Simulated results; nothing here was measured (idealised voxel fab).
The document below concerns the process module designated voxel trench capacitor.
In the cross-section labelled cut, the width is 280 nm and each square cell is 5 nm.
Heads up, the way a cross-section reads in here is a grid of square cells, handed over as bands from the top down, with every band being one or more rows of cells.
A band entry consists of two parts. The first gives the height of the band's top and the height of its bottom, in nm. The rest lists the band's materials from left to right, each with its width in nm. A single material labelled with the word "everywhere" fills the band from edge to edge, and the word "air" marks empty space.
It should be noted that heights are counted from 0, beneath which the wafer as supplied is of one material throughout, and that the lowest band possesses no lower boundary but continues downward, as written in "0 down".
The two numbers in a width such as "30 to 40" mark its ends across the band: the first belongs to the top row of cells, the second to the bottom row, and from each row to the next the width moves by the same amount.
"no modification" (step): cross-section cells unchanged, all of them.
"Enclosed void listing" specifies each empty space that is not open to the top and that occupies no fewer than 8 cells, using the form width x height at distance, the distance measured from the left edge and all three quantities in nm.
Note: text after step settings on the step line = simulator remark on that step.
A step's line can hold "overlay nm"; with a mask on that step, the setting says how far right of the planned place the mask lay, while a negative setting says it lay to the left.

-- Steps planned for the process
1: RECEIVE [material Si]
2: CONFORMAL_DEP [material SiN] [thk nm 10]
3: DIRECTIONAL_DEP [material aC] [thk nm 15]
4: PATTERN [tone open] [mask id TRENCH] [material resist] [width nm 30] [pitch nm 45] [thk nm 35] [overlay nm 0]
5: DIRECTIONAL_ETCH [etch materials aC] [depth nm 15]
6: STRIP [etch materials resist]
7: DIRECTIONAL_ETCH [etch materials SiN] [depth nm 10]
8: DIRECTIONAL_ETCH [etch materials Si] [depth nm 30]
9: STRIP [etch materials aC]
10: CONFORMAL_DEP [material HfO2] [thk nm 5]
11: CONFORMAL_DEP [material TiN] [thk nm 5]
12: FILL_DEP [material W] [thk nm 10]
13: CMP [height nm 10]

-- So, the first of our two wafers, run just as we planned it

-- Here's what the wafer looked like in cross-section when it arrived - that's after step 1
0 down = Si everywhere
Enclosed void listing: none

-- Step 2 complete: cross-section through the wafer
10 to 0 = SiN everywhere
All layers under 0 are left as they were.

-- Step 3 complete: cross-section through the wafer
25 to 10 = aC everywhere
All layers under 10 are left as they were.

-- Step 4 complete: cross-section through the wafer
60 to 25 = resist: 100  air: 30  resist: 15  air: 30  resist: 105
All layers under 25 are left as they were.

-- Step 5 complete: cross-section through the wafer
45 to 25 = resist: 100  air: 30  resist: 15  air: 30  resist: 105
25 to 10 = aC: 100  air: 30  aC: 15  air: 30  aC: 105
All layers under 10 are left as they were.

-- Step 6 complete: cross-section through the wafer
25 to 10 = aC: 100  air: 30  aC: 15  air: 30  aC: 105
All layers under 10 are left as they were.

-- Step 7 complete: cross-section through the wafer
25 to 10 = aC: 100  air: 30  aC: 15  air: 30  aC: 105
10 to 0 = SiN: 100  air: 30  SiN: 15  air: 30  SiN: 105
All layers under 0 are left as they were.

-- Step 8 complete: cross-section through the wafer
25 to 10 = aC: 100  air: 30  aC: 15  air: 30  aC: 105
10 to 0 = SiN: 100  air: 30  SiN: 15  air: 30  SiN: 105
0 to -30 = Si: 100  air: 30  Si: 15  air: 30  Si: 105
All layers under -30 are left as they were.

-- Step 9 complete: cross-section through the wafer
10 to 0 = SiN: 100  air: 30  SiN: 15  air: 30  SiN: 105
All layers under 0 are left as they were.

-- Step 10 complete: cross-section through the wafer
15 to 10 = HfO2: 105  air: 20  HfO2: 25  air: 20  HfO2: 110
10 to 0 = SiN: 100  HfO2: 5  air: 20  HfO2: 5  SiN: 15  HfO2: 5  air: 20  HfO2: 5  SiN: 105
0 to -25 = Si: 100  HfO2: 5  air: 20  HfO2: 5  Si: 15  HfO2: 5  air: 20  HfO2: 5  Si: 105
-25 to -30 = Si: 100  HfO2: 30  Si: 15  HfO2: 30  Si: 105
All layers under -30 are left as they were.

-- Step 11 complete: cross-section through the wafer
20 to 15 = TiN: 110  air: 10  TiN: 35  air: 10  TiN: 115
15 to 10 = HfO2: 105  TiN: 5  air: 10  TiN: 5  HfO2: 25  TiN: 5  air: 10  TiN: 5  HfO2: 110
10 to 0 = SiN: 100  HfO2: 5  TiN: 5  air: 10  TiN: 5  HfO2: 5  SiN: 15  HfO2: 5  TiN: 5  air: 10  TiN: 5  HfO2: 5  SiN: 105
0 to -20 = Si: 100  HfO2: 5  TiN: 5  air: 10  TiN: 5  HfO2: 5  Si: 15  HfO2: 5  TiN: 5  air: 10  TiN: 5  HfO2: 5  Si: 105
-20 to -25 = Si: 100  HfO2: 5  TiN: 20  HfO2: 5  Si: 15  HfO2: 5  TiN: 20  HfO2: 5  Si: 105
All layers under -25 are left as they were.

-- Step 12 complete: cross-section through the wafer
30 to 20 = W everywhere
20 to 15 = TiN: 110  W: 10  TiN: 35  W: 10  TiN: 115
15 to 10 = HfO2: 105  TiN: 5  W: 10  TiN: 5  HfO2: 25  TiN: 5  W: 10  TiN: 5  HfO2: 110
10 to 0 = SiN: 100  HfO2: 5  TiN: 5  W: 10  TiN: 5  HfO2: 5  SiN: 15  HfO2: 5  TiN: 5  W: 10  TiN: 5  HfO2: 5  SiN: 105
0 to -20 = Si: 100  HfO2: 5  TiN: 5  W: 10  TiN: 5  HfO2: 5  Si: 15  HfO2: 5  TiN: 5  W: 10  TiN: 5  HfO2: 5  Si: 105
All layers under -20 are left as they were.

-- Step 13 complete: cross-section through the wafer
10 to 0 = SiN: 100  HfO2: 5  TiN: 5  W: 10  TiN: 5  HfO2: 5  SiN: 15  HfO2: 5  TiN: 5  W: 10  TiN: 5  HfO2: 5  SiN: 105
All layers under 0 are left as they were.

-- Wafer two of two - same starting point, same process plan, one mistake in execution; matches wafer one up to and including step 7

-- Cross-sectional representation of the second wafer at the time designated in the plan for the completion of step 8
25 to 10 = aC: 100  air: 30  aC: 15  air: 30  aC: 105
10 to 0 = SiN: 100  air: 30  SiN: 15  air: 30  SiN: 105
0 to -60 = Si: 100  air: 30  Si: 15  air: 30  Si: 105
All layers under -60 are left as they were.

-- Cross-sectional representation of the second wafer at the time designated in the plan for the completion of step 9
10 to 0 = SiN: 100  air: 30  SiN: 15  air: 30  SiN: 105
All layers under 0 are left as they were.

-- Cross-sectional representation of the second wafer at the time designated in the plan for the completion of step 10
15 to 10 = HfO2: 105  air: 20  HfO2: 25  air: 20  HfO2: 110
10 to 0 = SiN: 100  HfO2: 5  air: 20  HfO2: 5  SiN: 15  HfO2: 5  air: 20  HfO2: 5  SiN: 105
0 to -55 = Si: 100  HfO2: 5  air: 20  HfO2: 5  Si: 15  HfO2: 5  air: 20  HfO2: 5  Si: 105
-55 to -60 = Si: 100  HfO2: 30  Si: 15  HfO2: 30  Si: 105
All layers under -60 are left as they were.

-- Cross-sectional representation of the second wafer at the time designated in the plan for the completion of step 11
20 to 15 = TiN: 110  air: 10  TiN: 35  air: 10  TiN: 115
15 to 10 = HfO2: 105  TiN: 5  air: 10  TiN: 5  HfO2: 25  TiN: 5  air: 10  TiN: 5  HfO2: 110
10 to 0 = SiN: 100  HfO2: 5  TiN: 5  air: 10  TiN: 5  HfO2: 5  SiN: 15  HfO2: 5  TiN: 5  air: 10  TiN: 5  HfO2: 5  SiN: 105
0 to -50 = Si: 100  HfO2: 5  TiN: 5  air: 10  TiN: 5  HfO2: 5  Si: 15  HfO2: 5  TiN: 5  air: 10  TiN: 5  HfO2: 5  Si: 105
-50 to -55 = Si: 100  HfO2: 5  TiN: 20  HfO2: 5  Si: 15  HfO2: 5  TiN: 20  HfO2: 5  Si: 105
All layers under -55 are left as they were.

-- Cross-sectional representation of the second wafer at the time designated in the plan for the completion of step 12
30 to 20 = W everywhere
20 to 15 = TiN: 110  W: 10  TiN: 35  W: 10  TiN: 115
15 to 10 = HfO2: 105  TiN: 5  W: 10  TiN: 5  HfO2: 25  TiN: 5  W: 10  TiN: 5  HfO2: 110
10 to 0 = SiN: 100  HfO2: 5  TiN: 5  W: 10  TiN: 5  HfO2: 5  SiN: 15  HfO2: 5  TiN: 5  W: 10  TiN: 5  HfO2: 5  SiN: 105
0 to -50 = Si: 100  HfO2: 5  TiN: 5  W: 10  TiN: 5  HfO2: 5  Si: 15  HfO2: 5  TiN: 5  W: 10  TiN: 5  HfO2: 5  Si: 105
All layers under -50 are left as they were.

-- Cross-sectional representation of the second wafer at the time designated in the plan for the completion of step 13
10 to 0 = SiN: 100  HfO2: 5  TiN: 5  W: 10  TiN: 5  HfO2: 5  SiN: 15  HfO2: 5  TiN: 5  W: 10  TiN: 5  HfO2: 5  SiN: 105
All layers under 0 are left as they were.
What broke from the plan during processing? yeah, plan step 8 got run twice
Wafer comparison, final, in cells, second relative to first, materials more or fewer: HfO2: 24 more | Si: 72 fewer | TiN: 24 more | W: 24 more
